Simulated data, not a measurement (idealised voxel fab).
process module | voxel released beams
This is section cut - it's 230 nm across, gridded in 5 nm square cells.
Cross-section = grid of square cells, listed top down in bands; band = one or more rows.
First you get the band's top height and its bottom height, in nm, and then the materials it's made of, left to right, with each width in nm. If you see a single material with "full width", that one covers the band edge to edge. "blank" is empty space.
Basically, 0 is our baseline, since under it the wafer straight out of the box is all one material. The bottom band has no lower end and keeps on going down, so it looks like "z 0 and below".
You'd read "30 to 40" like this: the band's top row of cells is as wide as the first number, its bottom row is as wide as the second, and going down, every row changes width by the same amount as the row before did.
Any step labelled "no modification" changed none of the cells in the cross-section.
The label "Closed internal voids" introduces a list of the empty spaces, 8 cells or larger, that have no open way up to the top; each entry in it reads width x height at distance, where the distance is taken from the left edge and all three are stated in nm.
Formally, on a step line, whatever follows the settings is a remark that the simulator itself makes on the step.
The optional step-line setting "overlay nm" applies to steps with a mask and quantifies how far to the right of its planned location the mask lay, a negative value indicating leftward placement.

**The following list gives the planned process steps**
1: RECEIVE: material Si
2: CONFORMAL_DEP: material SiN, thk nm 10
3: DIRECTIONAL_DEP: material SiO2, thk nm 10
4: PATTERN: tone open, mask id ANCHOR, material resist, width nm 40, thk nm 15, overlay nm 0
5: DIRECTIONAL_ETCH: etch materials SiO2, depth nm 10
6: STRIP: etch materials resist
7: CONFORMAL_DEP: material polySi, thk nm 15
8: MASKED_ETCH: tone cover, mask id BEAM, width nm 100, etch materials polySi, depth nm 15, overlay nm 0
9: STRIP: etch materials SiO2

**Cross-sectional view of the wafer in its as-received condition, corresponding to the state after step 1**
- z 0 and below | Si full width
- Closed internal voids: none

**a wafer at the end: this start, this plan, one mistake**
- z 35 to 25 | 60 blank, then 15 polySi, then 10 blank, then 75 polySi, then 70 blank
- z 25 to 20 | 60 blank, then 100 polySi, then 70 blank
- z 20 to 10 | 60 blank, then 40 polySi, then 130 blank
- z 10 to 0 | SiN full width
- z 0 and below | Si full width
- Closed internal voids: none
Here's what went sideways: it should be noted that step 4 was executed with settings other than those planned, the operation and settings actually applied being PATTERN: tone open, mask id ANCHOR, material resist, width nm 40, thk nm 15, overlay nm -5
